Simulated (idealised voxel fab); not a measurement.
This is a process module. Its name is voxel trench capacitor.
It is cross-section cut that appears here, measuring 260 nm in width, its square cells being 5 nm in size.
Bands, listed from the top down, are how a cross-section gets written in this document; the cross-section itself is a grid of square cells, and a band is one or more rows of them. It is stipulated that each band's entry specify, in nanometres, the height of the top of the band and then that of its bottom, followed by the materials of the band in left-to-right sequence, each together with its width in nanometres. A single material marked by the word "edge to edge" is understood to fill the band from edge to edge; the word "blank" is understood to denote empty space. Basically, 0 is our baseline, since under it the wafer straight out of the box is all one material. The bottom band has no lower end and keeps on going down, so it looks like "0 down". Read "30 to 40" as a graded width: first number on top, second number at the bottom, same change between each pair of neighbouring rows. You'll sometimes find "no modifications" written for a step, and that's the way of saying that nowhere in the cross-section did a cell change during that step. Enclosed voids (no open way to top), threshold 8 cells or more, entry "Enclosed void listing", notation width x height at distance, distance from left edge, nm. What comes after the settings on a step's line is commentary from the simulator itself on that step. "overlay nm", when on a step's line for a step with a mask, measures how far to the right of its planned place the mask lay; a negative measure means to the left.
**Process steps foreseen in the plan**
1) RECEIVE | material Si
2) CONFORMAL_DEP | material SiN | thk nm 5
3) PATTERN | tone open | mask id TRENCH | material resist | width nm 15 | pitch nm 30 | thk nm 20 | overlay nm 0
4) DIRECTIONAL_ETCH | etch materials SiN | depth nm 5
5) DIRECTIONAL_ETCH | etch materials Si | depth nm 35
6) STRIP | etch materials resist
7) CONFORMAL_DEP | material SiO2 | thk nm 5
8) FILL_DEP | material polySi | thk nm 5
9) CMP | height nm 5
**Run as planned: first of two wafers**
**Cross-section of the incoming wafer, state after step 1**
	0 down | Si edge to edge
	Enclosed void listing: none
**Cross-section of the wafer after step 2**
	5 to 0 | SiN edge to edge
	Below 0, the layers are the same as they were.
**Cross-section of the wafer after step 3**
	25 to 5 | 90 nm resist, 15 nm blank, 15 nm resist, 15 nm blank, 15 nm resist, 15 nm blank, 95 nm resist
	Below 5, the layers are the same as they were.
**Cross-section of the wafer after step 4**
	25 to 5 | 90 nm resist, 15 nm blank, 15 nm resist, 15 nm blank, 15 nm resist, 15 nm blank, 95 nm resist
	5 to 0 | 90 nm SiN, 15 nm blank, 15 nm SiN, 15 nm blank, 15 nm SiN, 15 nm blank, 95 nm SiN
	Below 0, the layers are the same as they were.
**Cross-section of the wafer after step 5**
	25 to 5 | 90 nm resist, 15 nm blank, 15 nm resist, 15 nm blank, 15 nm resist, 15 nm blank, 95 nm resist
	5 to 0 | 90 nm SiN, 15 nm blank, 15 nm SiN, 15 nm blank, 15 nm SiN, 15 nm blank, 95 nm SiN
	0 to -35 | 90 nm Si, 15 nm blank, 15 nm Si, 15 nm blank, 15 nm Si, 15 nm blank, 95 nm Si
	Below -35, the layers are the same as they were.
**Cross-section of the wafer after step 6**
	5 to 0 | 90 nm SiN, 15 nm blank, 15 nm SiN, 15 nm blank, 15 nm SiN, 15 nm blank, 95 nm SiN
	Below 0, the layers are the same as they were.
**Cross-section of the wafer after step 7**
	10 to 5 | 95 nm SiO2, 5 nm blank, 25 nm SiO2, 5 nm blank, 25 nm SiO2, 5 nm blank, 100 nm SiO2
	5 to 0 | 90 nm SiN, 5 nm SiO2, 5 nm blank, 5 nm SiO2, 15 nm SiN, 5 nm SiO2, 5 nm blank, 5 nm SiO2, 15 nm SiN, 5 nm SiO2, 5 nm blank, 5 nm SiO2, 95 nm SiN
	0 to -30 | 90 nm Si, 5 nm SiO2, 5 nm blank, 5 nm SiO2, 15 nm Si, 5 nm SiO2, 5 nm blank, 5 nm SiO2, 15 nm Si, 5 nm SiO2, 5 nm blank, 5 nm SiO2, 95 nm Si
	-30 to -35 | 90 nm Si, 15 nm SiO2, 15 nm Si, 15 nm SiO2, 15 nm Si, 15 nm SiO2, 95 nm Si
	Below -35, the layers are the same as they were.
**Cross-section of the wafer after step 8**
	15 to 10 | polySi edge to edge
	10 to 5 | 95 nm SiO2, 5 nm polySi, 25 nm SiO2, 5 nm polySi, 25 nm SiO2, 5 nm polySi, 100 nm SiO2
	5 to 0 | 90 nm SiN, 5 nm SiO2, 5 nm polySi, 5 nm SiO2, 15 nm SiN, 5 nm SiO2, 5 nm polySi, 5 nm SiO2, 15 nm SiN, 5 nm SiO2, 5 nm polySi, 5 nm SiO2, 95 nm SiN
	0 to -30 | 90 nm Si, 5 nm SiO2, 5 nm polySi, 5 nm SiO2, 15 nm Si, 5 nm SiO2, 5 nm polySi, 5 nm SiO2, 15 nm Si, 5 nm SiO2, 5 nm polySi, 5 nm SiO2, 95 nm Si
	Below -30, the layers are the same as they were.
**Cross-section of the wafer after step 9**
	5 to 0 | 90 nm SiN, 5 nm SiO2, 5 nm polySi, 5 nm SiO2, 15 nm SiN, 5 nm SiO2, 5 nm polySi, 5 nm SiO2, 15 nm SiN, 5 nm SiO2, 5 nm polySi, 5 nm SiO2, 95 nm SiN
	Below 0, the layers are the same as they were.
**The remaining wafer, second of the two, started like the first and was run to the same plan, except that one mistake was made along the way; the two coincide through step 4, inclusive**
**Second wafer, section view, time point: scheduled end of step 5**
	5 to 0 | 90 nm SiN, 15 nm blank, 15 nm SiN, 15 nm blank, 15 nm SiN, 15 nm blank, 95 nm SiN
	Below 0, the layers are the same as they were.
**Second wafer, section view, time point: scheduled end of step 6**
	5 to 0 | 90 nm SiN, 15 nm blank, 15 nm SiN, 15 nm blank, 15 nm SiN, 15 nm blank, 95 nm SiN
	0 to -35 | 90 nm Si, 15 nm blank, 15 nm Si, 15 nm blank, 15 nm Si, 15 nm blank, 95 nm Si
	Below -35, the layers are the same as they were.
**Second wafer, section view, time point: scheduled end of step 7**
	10 to 5 | 95 nm SiO2, 5 nm blank, 25 nm SiO2, 5 nm blank, 25 nm SiO2, 5 nm blank, 100 nm SiO2
	5 to 0 | 90 nm SiN, 5 nm SiO2, 5 nm blank, 5 nm SiO2, 15 nm SiN, 5 nm SiO2, 5 nm blank, 5 nm SiO2, 15 nm SiN, 5 nm SiO2, 5 nm blank, 5 nm SiO2, 95 nm SiN
	0 to -30 | 90 nm Si, 5 nm SiO2, 5 nm blank, 5 nm SiO2, 15 nm Si, 5 nm SiO2, 5 nm blank, 5 nm SiO2, 15 nm Si, 5 nm SiO2, 5 nm blank, 5 nm SiO2, 95 nm Si
	-30 to -35 | 90 nm Si, 15 nm SiO2, 15 nm Si, 15 nm SiO2, 15 nm Si, 15 nm SiO2, 95 nm Si
	Below -35, the layers are the same as they were.
**Second wafer, section view, time point: scheduled end of step 8**
	15 to 10 | polySi edge to edge
	10 to 5 | 95 nm SiO2, 5 nm polySi, 25 nm SiO2, 5 nm polySi, 25 nm SiO2, 5 nm polySi, 100 nm SiO2
	5 to 0 | 90 nm SiN, 5 nm SiO2, 5 nm polySi, 5 nm SiO2, 15 nm SiN, 5 nm SiO2, 5 nm polySi, 5 nm SiO2, 15 nm SiN, 5 nm SiO2, 5 nm polySi, 5 nm SiO2, 95 nm SiN
	0 to -30 | 90 nm Si, 5 nm SiO2, 5 nm polySi, 5 nm SiO2, 15 nm Si, 5 nm SiO2, 5 nm polySi, 5 nm SiO2, 15 nm Si, 5 nm SiO2, 5 nm polySi, 5 nm SiO2, 95 nm Si
	Below -30, the layers are the same as they were.
**Second wafer, section view, time point: scheduled end of step 9**
	5 to 0 | 90 nm SiN, 5 nm SiO2, 5 nm polySi, 5 nm SiO2, 15 nm SiN, 5 nm SiO2, 5 nm polySi, 5 nm SiO2, 15 nm SiN, 5 nm SiO2, 5 nm polySi, 5 nm SiO2, 95 nm SiN
	Below 0, the layers are the same as they were.
Plan not followed: steps 5 and 6 of the plan were each performed in the slot designated for the other
It should be noted that the final cross-sections of the two wafers coincide, and the mistake therefore has no effect on the output of this model.
